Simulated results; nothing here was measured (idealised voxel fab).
Process module under the name voxel self aligned vias
210 nm wide, 5 nm square cells: that's cross-section cut.
Throughout this document, each cross-section is represented as a grid of square cells and is presented as a sequence of bands enumerated from the top downward, where a band comprises one or more rows of cells. Heights first: top, then bottom, in nm. Then materials, left to right, each with a width in nm. "throughout" on a single material: fills the band edge to edge. "air": empty space. All heights in this document are referenced to 0, defined as the level beneath which the wafer, as received, consists entirely of one material. The lowest band is not bounded below; it extends indefinitely downward and is written in the form "z 0 and below". The two numbers in a width such as "30..40" mark its ends across the band: the first belongs to the top row of cells, the second to the bottom row, and from each row to the next the width moves by the same amount. Take "nothing was modified" at face value: in the step it is given for, the cross-section changed in none of its cells. Heads up: "Closed void table" only lists the empty pockets with no open path to the top that are 8 cells or more, and it writes them as width x height at distance, distance from the left edge, in nm. after a step's settings: what the simulator itself notes on the step. The "overlay nm" setting may appear on a step's line; for a step that uses a mask, it gives how far to the right of its planned position the mask lay, and a negative value indicates the left.

SET OUT BELOW ARE THE PLANNED STEPS OF THE PROCESS
step 1: RECEIVE with material Si
step 2: CONFORMAL_DEP with material SiO2, thk nm 10
step 3: CONFORMAL_DEP with material SiCN, thk nm 5
step 4: DIRECTIONAL_DEP with material lowk, thk nm 25
step 5: PATTERN with tone open, mask id LINES, material resist, width nm 25, pitch nm 55, thk nm 15, overlay nm 0
step 6: DIRECTIONAL_ETCH with etch materials lowk, depth nm 25
step 7: STRIP with etch materials resist
step 8: CONFORMAL_DEP with material TiN, thk nm 5
step 9: FILL_DEP with material Ru, thk nm 5
step 10: CMP with height nm 40
step 11: SELECTIVE_ETCH with etch materials W Ru TiN, depth nm 10
step 12: FILL_DEP with material SiN, thk nm 5
step 13: CMP with height nm 40
step 14: DIRECTIONAL_DEP with material lowk, thk nm 20
step 15: MASKED_ETCH with tone open, mask id VIAS, width nm 35, pitch nm 55, etch materials lowk, depth nm 20, overlay nm 0
step 16: MASKED_ETCH with tone open, mask id VIAS, width nm 35, pitch nm 55, etch materials SiN, depth nm 10, overlay nm 0
step 17: CONFORMAL_DEP with material TiN, thk nm 5
step 18: FILL_DEP with material Ru, thk nm 5
step 19: CMP with height nm 60
step 20: CONFORMAL_DEP with material SiN, thk nm 5

FIRST OF TWO WAFERS: RUN AS PLANNED

RECEIVED-STATE CROSS-SECTION, REFLECTING COMPLETION OF STEP 1
* z 0 and below = Si throughout
* Closed void table: none

CROSS-SECTIONAL REPRESENTATION OF THE WAFER AT THE CONCLUSION OF STEP 2
* z 10 to 0 = SiO2 throughout
* Everything under 0 stays put, no change at all.

CROSS-SECTIONAL REPRESENTATION OF THE WAFER AT THE CONCLUSION OF STEP 3
* z 15 to 10 = SiCN throughout
* Everything under 10 stays put, no change at all.

CROSS-SECTIONAL REPRESENTATION OF THE WAFER AT THE CONCLUSION OF STEP 4
* z 40 to 15 = lowk throughout
* Everything under 15 stays put, no change at all.

CROSS-SECTIONAL REPRESENTATION OF THE WAFER AT THE CONCLUSION OF STEP 5
* z 55 to 40 = 35 of resist, then 25 of air, then 30 of resist, then 25 of air, then 30 of resist, then 25 of air, then 40 of resist
* Everything under 40 stays put, no change at all.

CROSS-SECTIONAL REPRESENTATION OF THE WAFER AT THE CONCLUSION OF STEP 6
* z 55 to 40 = 35 of resist, then 25 of air, then 30 of resist, then 25 of air, then 30 of resist, then 25 of air, then 40 of resist
* z 40 to 15 = 35 of lowk, then 25 of air, then 30 of lowk, then 25 of air, then 30 of lowk, then 25 of air, then 40 of lowk
* Everything under 15 stays put, no change at all.

CROSS-SECTIONAL REPRESENTATION OF THE WAFER AT THE CONCLUSION OF STEP 7
* z 40 to 15 = 35 of lowk, then 25 of air, then 30 of lowk, then 25 of air, then 30 of lowk, then 25 of air, then 40 of lowk
* Everything under 15 stays put, no change at all.

CROSS-SECTIONAL REPRESENTATION OF THE WAFER AT THE CONCLUSION OF STEP 8
* z 45 to 40 = 40 of TiN, then 15 of air, then 40 of TiN, then 15 of air, then 40 of TiN, then 15 of air, then 45 of TiN
* z 40 to 20 = 35 of lowk, then 5 of TiN, then 15 of air, then 5 of TiN, then 30 of lowk, then 5 of TiN, then 15 of air, then 5 of TiN, then 30 of lowk, then 5 of TiN, then 15 of air, then 5 of TiN, then 40 of lowk
* z 20 to 15 = 35 of lowk, then 25 of TiN, then 30 of lowk, then 25 of TiN, then 30 of lowk, then 25 of TiN, then 40 of lowk
* Everything under 15 stays put, no change at all.

CROSS-SECTIONAL REPRESENTATION OF THE WAFER AT THE CONCLUSION OF STEP 9
* z 50 to 45 = Ru throughout
* z 45 to 40 = 40 of TiN, then 15 of Ru, then 40 of TiN, then 15 of Ru, then 40 of TiN, then 15 of Ru, then 45 of TiN
* z 40 to 20 = 35 of lowk, then 5 of TiN, then 15 of Ru, then 5 of TiN, then 30 of lowk, then 5 of TiN, then 15 of Ru, then 5 of TiN, then 30 of lowk, then 5 of TiN, then 15 of Ru, then 5 of TiN, then 40 of lowk
* Everything under 20 stays put, no change at all.

CROSS-SECTIONAL REPRESENTATION OF THE WAFER AT THE CONCLUSION OF STEP 10
* z 40 to 20 = 35 of lowk, then 5 of TiN, then 15 of Ru, then 5 of TiN, then 30 of lowk, then 5 of TiN, then 15 of Ru, then 5 of TiN, then 30 of lowk, then 5 of TiN, then 15 of Ru, then 5 of TiN, then 40 of lowk
* Everything under 20 stays put, no change at all.

CROSS-SECTIONAL REPRESENTATION OF THE WAFER AT THE CONCLUSION OF STEP 11
* z 40 to 30 = 35 of lowk, then 25 of air, then 30 of lowk, then 25 of air, then 30 of lowk, then 25 of air, then 40 of lowk
* Everything under 30 stays put, no change at all.

CROSS-SECTIONAL REPRESENTATION OF THE WAFER AT THE CONCLUSION OF STEP 12
* z 45 to 40 = SiN throughout
* z 40 to 30 = 35 of lowk, then 25 of SiN, then 30 of lowk, then 25 of SiN, then 30 of lowk, then 25 of SiN, then 40 of lowk
* Everything under 30 stays put, no change at all.

CROSS-SECTIONAL REPRESENTATION OF THE WAFER AT THE CONCLUSION OF STEP 13
* z 40 to 30 = 35 of lowk, then 25 of SiN, then 30 of lowk, then 25 of SiN, then 30 of lowk, then 25 of SiN, then 40 of lowk
* Everything under 30 stays put, no change at all.

CROSS-SECTIONAL REPRESENTATION OF THE WAFER AT THE CONCLUSION OF STEP 14
* z 60 to 40 = lowk throughout
* Everything under 40 stays put, no change at all.

CROSS-SECTIONAL REPRESENTATION OF THE WAFER AT THE CONCLUSION OF STEP 15
* z 60 to 40 = 30 of lowk, then 35 of air, then 20 of lowk, then 35 of air, then 20 of lowk, then 35 of air, then 35 of lowk
* Everything under 40 stays put, no change at all.

CROSS-SECTIONAL REPRESENTATION OF THE WAFER AT THE CONCLUSION OF STEP 16
* z 60 to 40 = 30 of lowk, then 35 of air, then 20 of lowk, then 35 of air, then 20 of lowk, then 35 of air, then 35 of lowk
* z 40 to 30 = 35 of lowk, then 25 of air, then 30 of lowk, then 25 of air, then 30 of lowk, then 25 of air, then 40 of lowk
* Everything under 30 stays put, no change at all.

CROSS-SECTIONAL REPRESENTATION OF THE WAFER AT THE CONCLUSION OF STEP 17
* z 65 to 60 = 35 of TiN, then 25 of air, then 30 of TiN, then 25 of air, then 30 of TiN, then 25 of air, then 40 of TiN
* z 60 to 45 = 30 of lowk, then 5 of TiN, then 25 of air, then 5 of TiN, then 20 of lowk, then 5 of TiN, then 25 of air, then 5 of TiN, then 20 of lowk, then 5 of TiN, then 25 of air, then 5 of TiN, then 35 of lowk
* z 45 to 35 = 30..35 of lowk, then 10..5 of TiN, then 15 of air, then 10..5 of TiN, then 20..30 of lowk, then 10..5 of TiN, then 15 of air, then 10..5 of TiN, then 20..30 of lowk, then 10..5 of TiN, then 15 of air, then 10..5 of TiN, then 35..40 of lowk
* z 35 to 30 = 35 of lowk, then 25 of TiN, then 30 of lowk, then 25 of TiN, then 30 of lowk, then 25 of TiN, then 40 of lowk
* Everything under 30 stays put, no change at all.

CROSS-SECTIONAL REPRESENTATION OF THE WAFER AT THE CONCLUSION OF STEP 18
* z 70 to 65 = Ru throughout
* z 65 to 60 = 35 of TiN, then 25 of Ru, then 30 of TiN, then 25 of Ru, then 30 of TiN, then 25 of Ru, then 40 of TiN
* z 60 to 45 = 30 of lowk, then 5 of TiN, then 25 of Ru, then 5 of TiN, then 20 of lowk, then 5 of TiN, then 25 of Ru, then 5 of TiN, then 20 of lowk, then 5 of TiN, then 25 of Ru, then 5 of TiN, then 35 of lowk
* z 45 to 35 = 30..35 of lowk, then 10..5 of TiN, then 15 of Ru, then 10..5 of TiN, then 20..30 of lowk, then 10..5 of TiN, then 15 of Ru, then 10..5 of TiN, then 20..30 of lowk, then 10..5 of TiN, then 15 of Ru, then 10..5 of TiN, then 35..40 of lowk
* Everything under 35 stays put, no change at all.

CROSS-SECTIONAL REPRESENTATION OF THE WAFER AT THE CONCLUSION OF STEP 19
* z 60 to 45 = 30 of lowk, then 5 of TiN, then 25 of Ru, then 5 of TiN, then 20 of lowk, then 5 of TiN, then 25 of Ru, then 5 of TiN, then 20 of lowk, then 5 of TiN, then 25 of Ru, then 5 of TiN, then 35 of lowk
* Everything under 45 stays put, no change at all.

CROSS-SECTIONAL REPRESENTATION OF THE WAFER AT THE CONCLUSION OF STEP 20
* z 65 to 60 = SiN throughout
* Everything under 60 stays put, no change at all.

SECOND WAFER, SAME STARTING CONDITIONS AND RECIPE AS THE FIRST, ONE MISTAKE IN EXECUTING IT, NOTHING DIFFERS FROM THE FIRST UP TO AND INCLUDING STEP 19

SECOND WAFER, SECTIONED VIEW, AT STEP 20'S PLANNED END TIME
* z 75 to 60 = SiN throughout
* Everything under 60 stays put, no change at all.
Nonconformance to the process plan: so step 20 ended up running with a different setting than we planned, it ran as CONFORMAL_DEP with material SiN, thk nm 15
at the end the second wafer has, in cells: SiN: 84 more
